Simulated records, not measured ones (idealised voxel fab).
Process module under the name voxel self aligned contacts
For reference, the cross-section in this document is cut, with width 205 nm and square cells of 5 nm.
For the purposes of this document, a cross-section shall be understood as a grid of square cells, specified as bands listed in top-to-bottom order, each band consisting of one or more rows of cells. This entry defines a band. It first specifies the height of the band's top and the height of its bottom in nm, and then specifies the band's materials from left to right, stating each material with its width in nm. The word "everywhere" identifies a single material that fills the band from edge to edge, while the word "air" identifies empty space. Heights are expressed relative to 0, this being the level below which the as-received wafer comprises one material exclusively. The lowest band is unbounded in the downward direction and is denoted as in "top 0, no bottom". Think of "30->40" as a width that walks from the first number to the second as you go down the band, top row to bottom row, taking equal-sized steps from row to row. Step marked "no alterations made"? Then no cell in the cross-section changed in it. Empty spaces without an open route to the top, at least 8 cells in extent, make up the entry "Sealed voids"; each is given as width x height at distance, where the distance is measured from the left edge, and all are in nm. Formally, on a step line, whatever follows the settings is a remark that the simulator itself makes on the step. overlay nm: mask right of planned place by this much (step with mask). Neg. = left.

**Set out below are the planned steps of the process**
1: RECEIVE: material Si
2: OXIDIZE: depth nm 5
3: DIRECTIONAL_DEP: material polySi, thk nm 30
4: DIRECTIONAL_DEP: material SiN, thk nm 20
5: MASKED_ETCH: tone cover, mask id GATE, width nm 25, pitch nm 60, etch materials SiN, depth nm 20, overlay nm 0
6: MASKED_ETCH: tone cover, mask id GATE, width nm 25, pitch nm 60, etch materials polySi, depth nm 30, overlay nm 0
7: CONFORMAL_DEP: material SiN, thk nm 5
8: DIRECTIONAL_ETCH: etch materials SiN, depth nm 5
9: FILL_DEP: material SiO2, thk nm 20
10: CMP: height nm 60
11: PATTERN: tone open, mask id CONTACT, material resist, width nm 45, thk nm 20, overlay nm 0
12: DIRECTIONAL_ETCH: etch materials SiO2, depth nm 65
13: STRIP: etch materials resist
14: CONFORMAL_DEP: material TiN, thk nm 5
15: FILL_DEP: material W, thk nm 5
16: CMP: height nm 60
17: CONFORMAL_DEP: material SiN, thk nm 5

**This is the cross-section of the wafer as we received it, i.e. after step 1**
	top 0, no bottom = Si everywhere
	Sealed voids: none

**first wafer at the end, as planned**
	top 65, bottom 60 = SiN everywhere
	top 60, bottom 50 = 80 SiO2 / 5->15 TiN / 35->15 W / 5->15 TiN / 80 SiO2
	top 50, bottom 30 = 55 SiO2 / 35 SiN / 5 TiN / 15 W / 5 TiN / 35 SiN / 55 SiO2
	top 30, bottom 0 = 55 SiO2 / 5 SiN / 25 polySi / 5 SiN / 5 TiN / 15 W / 5 TiN / 5 SiN / 25 polySi / 5 SiN / 55 SiO2
	top 0, bottom -5 = 90 SiO2 / 25 TiN / 90 SiO2
	top -5, no bottom = Si everywhere
	Sealed voids: none

**Wafer two cross-section, module end. Start and plan unchanged from wafer one; one mistake made during the run**
	top 65, bottom 60 = SiN everywhere
	top 60, bottom 50 = 80 SiO2 / 5->15 TiN / 35->15 W / 5->15 TiN / 80 SiO2
	top 50, bottom 25 = 55 SiO2 / 5 SiN / 25 polySi / 5 SiN / 5 TiN / 15 W / 5 TiN / 5 SiN / 25 polySi / 5 SiN / 55 SiO2
	top 25, bottom 20 = 55 SiO2 / 5 SiN / 25 polySi / 5 SiN / 25 TiN / 5 SiN / 25 polySi / 5 SiN / 55 SiO2
	top 20, bottom 0 = SiN everywhere
	top 0, bottom -5 = SiO2 everywhere
	top -5, no bottom = Si everywhere
	Sealed voids: none
What was done differently from what was planned? transposition of steps 3 and 4 relative to the planned sequence
Upon completion, the second wafer contains, in terms of cells, a greater or smaller amount of certain materials than the first wafer: 108 more of SiN | 83 fewer of SiO2 | 10 fewer of TiN | 15 fewer of W
